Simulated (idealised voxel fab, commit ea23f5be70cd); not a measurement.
Process module under the name voxel self aligned contacts
In the cross-section labelled cut, the width is 265 nm and each square cell is 5 nm.
Format of a cross-section: grid, square cells. Given as bands. Order: top down. Band: one or more rows of cells. Band: top and bottom heights (nm) first, top before bottom; then materials from left to right, widths in nm. "edge to edge" marks a sole material filling the band edge to edge. "blank" denotes empty space. Basically, 0 is our baseline, since under it the wafer straight out of the box is all one material. The bottom band has no lower end and keeps on going down, so it looks like "0..down". A width such as "30..40" changes by the same amount from each row of cells to the next, from the band's top row to its bottom row. "all unchanged" after a step means that no cell of the cross-section changed. Heads up: "Closed voids list" only lists the empty pockets with no open path to the top that are 8 cells or more, and it writes them as width x height at distance, distance from the left edge, in nm. On a step's line, text after the settings is the simulator commenting on that step. The line of a step may include "overlay nm". On a step with a mask, this value is how far to the right of its planned place the mask lay. A negative value means the mask lay to the left. So the way this works: pairs, before and after one process step. The after picture only goes down to the lowest band that actually changed, nothing below. Step and its settings are under each pair. And watch out, pairs might come from different runs of this module, same starting wafer though, so a pair only follows on from the one above if its "Before-step section" entry tells you so.

Before-step section:
- 55..50 | 115 nm SiO2, 20 nm TiN, 5 nm W, 10 nm TiN, 115 nm SiO2
- 50..35 | 95 nm SiO2, 35 nm SiN, 5 nm TiN, 5 nm W, 5 nm TiN, 35 nm SiN, 85 nm SiO2
- 35..5 | 95 nm SiO2, 5 nm SiN, 25 nm polySi, 5 nm SiN, 5 nm TiN, 5 nm W, 5 nm TiN, 5 nm SiN, 25 nm polySi, 5 nm SiN, 85 nm SiO2
- 5..0 | 130 nm SiO2, 15 nm TiN, 120 nm SiO2
- 0..down | Si edge to edge
- Closed voids list: none

Post-Step Section View:
- 60..55 | SiN edge to edge
- Below 55 it's all the same as before, nothing changed down there.
- Closed voids list: none
Can you say which step sits between the two cross-sections above? CONFORMAL_DEP (material SiN; thk nm 5)

Before-step section:
- 60..55 | 120 nm TiN, 25 nm blank, 120 nm TiN
- 55..50 | 115 nm SiO2, 15 nm TiN, 5 nm blank, 15 nm TiN, 115 nm SiO2
- 50..35 | 90 nm SiO2, 35 nm SiN, 5 nm TiN, 5 nm blank, 5 nm TiN, 35 nm SiN, 90 nm SiO2
- 35..5 | 90 nm SiO2, 5 nm SiN, 25 nm polySi, 5 nm SiN, 5 nm TiN, 5 nm blank, 5 nm TiN, 5 nm SiN, 25 nm polySi, 5 nm SiN, 90 nm SiO2
- 5..0 | 125 nm SiO2, 15 nm TiN, 125 nm SiO2
- 0..down | Si edge to edge
- Closed voids list: none

Post-Step Section View:
- 65..60 | aC edge to edge
- 60..55 | 120 nm TiN, 25 nm aC, 120 nm TiN
- 55..50 | 115 nm SiO2, 15 nm TiN, 5 nm aC, 15 nm TiN, 115 nm SiO2
- 50..35 | 90 nm SiO2, 35 nm SiN, 5 nm TiN, 5 nm aC, 5 nm TiN, 35 nm SiN, 90 nm SiO2
- 35..5 | 90 nm SiO2, 5 nm SiN, 25 nm polySi, 5 nm SiN, 5 nm TiN, 5 nm aC, 5 nm TiN, 5 nm SiN, 25 nm polySi, 5 nm SiN, 90 nm SiO2
- Below 5 it's all the same as before, nothing changed down there.
- Closed voids list: none
Can you say which step sits between the two cross-sections above? FILL_DEP (material aC; thk nm 5)

Before-step section: The prior state of this step coincides with the post-step cross-section of the pair just above.

Post-Step Section View:
- 55..50 | 115 nm SiO2, 15 nm TiN, 5 nm aC, 15 nm TiN, 115 nm SiO2
- Below 50 it's all the same as before, nothing changed down there.
- Closed voids list: none
Can you say which step sits between the two cross-sections above? CMP (height nm 55)

Before-step section: The prior state of this step coincides with the post-step cross-section of the pair just above.

Post-Step Section View:
- 60..55 | SiN edge to edge
- Below 55 it's all the same as before, nothing changed down there.
- Closed voids list: none
Can you say which step sits between the two cross-sections above? CONFORMAL_DEP (material SiN; thk nm 5)

Before-step section:
- 65..55 | aC edge to edge
- 55..50 | SiO2 edge to edge
- 50..35 | 90 nm SiO2, 35 nm SiN, 15 nm SiO2, 35 nm SiN, 90 nm SiO2
- 35..5 | 90 nm SiO2, 5 nm SiN, 25 nm polySi, 5 nm SiN, 15 nm SiO2, 5 nm SiN, 25 nm polySi, 5 nm SiN, 90 nm SiO2
- 5..0 | SiO2 edge to edge
- 0..down | Si edge to edge
- Closed voids list: none

Post-Step Section View:
- 95..65 | 115 nm blank, 35 nm resist, 115 nm blank
- Below 65 it's all the same as before, nothing changed down there.
- Closed voids list: none
Can you say which step sits between the two cross-sections above? PATTERN (tone cover; mask id CONTACT; material resist; width nm 35; thk nm 30; overlay nm 0)

Before-step section: The prior state of this step coincides with the post-step cross-section of the pair just above.

Post-Step Section View:
- 85..65 | 115 nm blank, 35 nm resist, 115 nm blank
- 65..55 | 115 nm blank, 35 nm aC, 115 nm blank
- Below 55 it's all the same as before, nothing changed down there.
- Closed voids list: none
Can you say which step sits between the two cross-sections above? DIRECTIONAL_ETCH (etch materials aC; depth nm 10)

Before-step section: The prior state of this step coincides with the post-step cross-section of the pair just above.

Post-Step Section View:
- 65..55 | 115 nm blank, 35 nm aC, 115 nm blank
- Below 55 it's all the same as before, nothing changed down there.
- Closed voids list: none
Can you say which step sits between the two cross-sections above? STRIP (etch materials resist)

Before-step section: The prior state of this step coincides with the post-step cross-section of the pair just above.

Post-Step Section View:
- 65..55 | 115 nm blank, 35 nm aC, 115 nm blank
- 55..50 | 115 nm blank, 35 nm SiO2, 115 nm blank
- 50..35 | 90 nm blank, 35 nm SiN, 15 nm SiO2, 35 nm SiN, 90 nm blank
- 35..5 | 90 nm blank, 5 nm SiN, 25 nm polySi, 5 nm SiN, 15 nm SiO2, 5 nm SiN, 25 nm polySi, 5 nm SiN, 90 nm blank
- 5..0 | 90 nm blank, 85 nm SiO2, 90 nm blank
- Below 0 it's all the same as before, nothing changed down there.
- Closed voids list: none
Can you say which step sits between the two cross-sections above? DIRECTIONAL_ETCH (etch materials SiO2; depth nm 55)

Before-step section: The prior state of this step coincides with the post-step cross-section of the pair just above.

Post-Step Section View:
- 55..50 | 115 nm blank, 35 nm SiO2, 115 nm blank
- Below 50 it's all the same as before, nothing changed down there.
- Closed voids list: none
Can you say which step sits between the two cross-sections above? STRIP (etch materials aC)

Before-step section: The prior state of this step coincides with the post-step cross-section of the pair just above.

Post-Step Section View:
- 60..55 | 110 nm blank, 45 nm TiN, 110 nm blank
- 55..50 | 85 nm blank, 30 nm TiN, 35 nm SiO2, 30 nm TiN, 85 nm blank
- 50..35 | 85 nm blank, 5 nm TiN, 35 nm SiN, 15 nm SiO2, 35 nm SiN, 5 nm TiN, 85 nm blank
- 35..5 | 85 nm blank, 5 nm TiN, 5 nm SiN, 25 nm polySi, 5 nm SiN, 15 nm SiO2, 5 nm SiN, 25 nm polySi, 5 nm SiN, 5 nm TiN, 85 nm blank
- 5..0 | 90 nm TiN, 85 nm SiO2, 90 nm TiN
- Below 0 it's all the same as before, nothing changed down there.
- Closed voids list: none
Can you say which step sits between the two cross-sections above? CONFORMAL_DEP (material TiN; thk nm 5)

Before-step section: The prior state of this step coincides with the post-step cross-section of the pair just above.

Post-Step Section View:
- 65..60 | W edge to edge
- 60..55 | 110 nm W, 45 nm TiN, 110 nm W
- 55..50 | 85 nm W, 30 nm TiN, 35 nm SiO2, 30 nm TiN, 85 nm W
- 50..35 | 85 nm W, 5 nm TiN, 35 nm SiN, 15 nm SiO2, 35 nm SiN, 5 nm TiN, 85 nm W
- 35..5 | 85 nm W, 5 nm TiN, 5 nm SiN, 25 nm polySi, 5 nm SiN, 15 nm SiO2, 5 nm SiN, 25 nm polySi, 5 nm SiN, 5 nm TiN, 85 nm W
- Below 5 it's all the same as before, nothing changed down there.
- Closed voids list: none
Can you say which step sits between the two cross-sections above? FILL_DEP (material W; thk nm 5)

Before-step section: The prior state of this step coincides with the post-step cross-section of the pair just above.

Post-Step Section View:
- 55..50 | 85 nm W, 30 nm TiN, 35 nm SiO2, 30 nm TiN, 85 nm W
- Below 50 it's all the same as before, nothing changed down there.
- Closed voids list: none
Can you say which step sits between the two cross-sections above? CMP (height nm 55)

Before-step section: The prior state of this step coincides with the post-step cross-section of the pair just above.

Post-Step Section View:
- 60..55 | SiN edge to edge
- Below 55 it's all the same as before, nothing changed down there.
- Closed voids list: none
Can you say which step sits between the two cross-sections above? CONFORMAL_DEP (material SiN; thk nm 5)
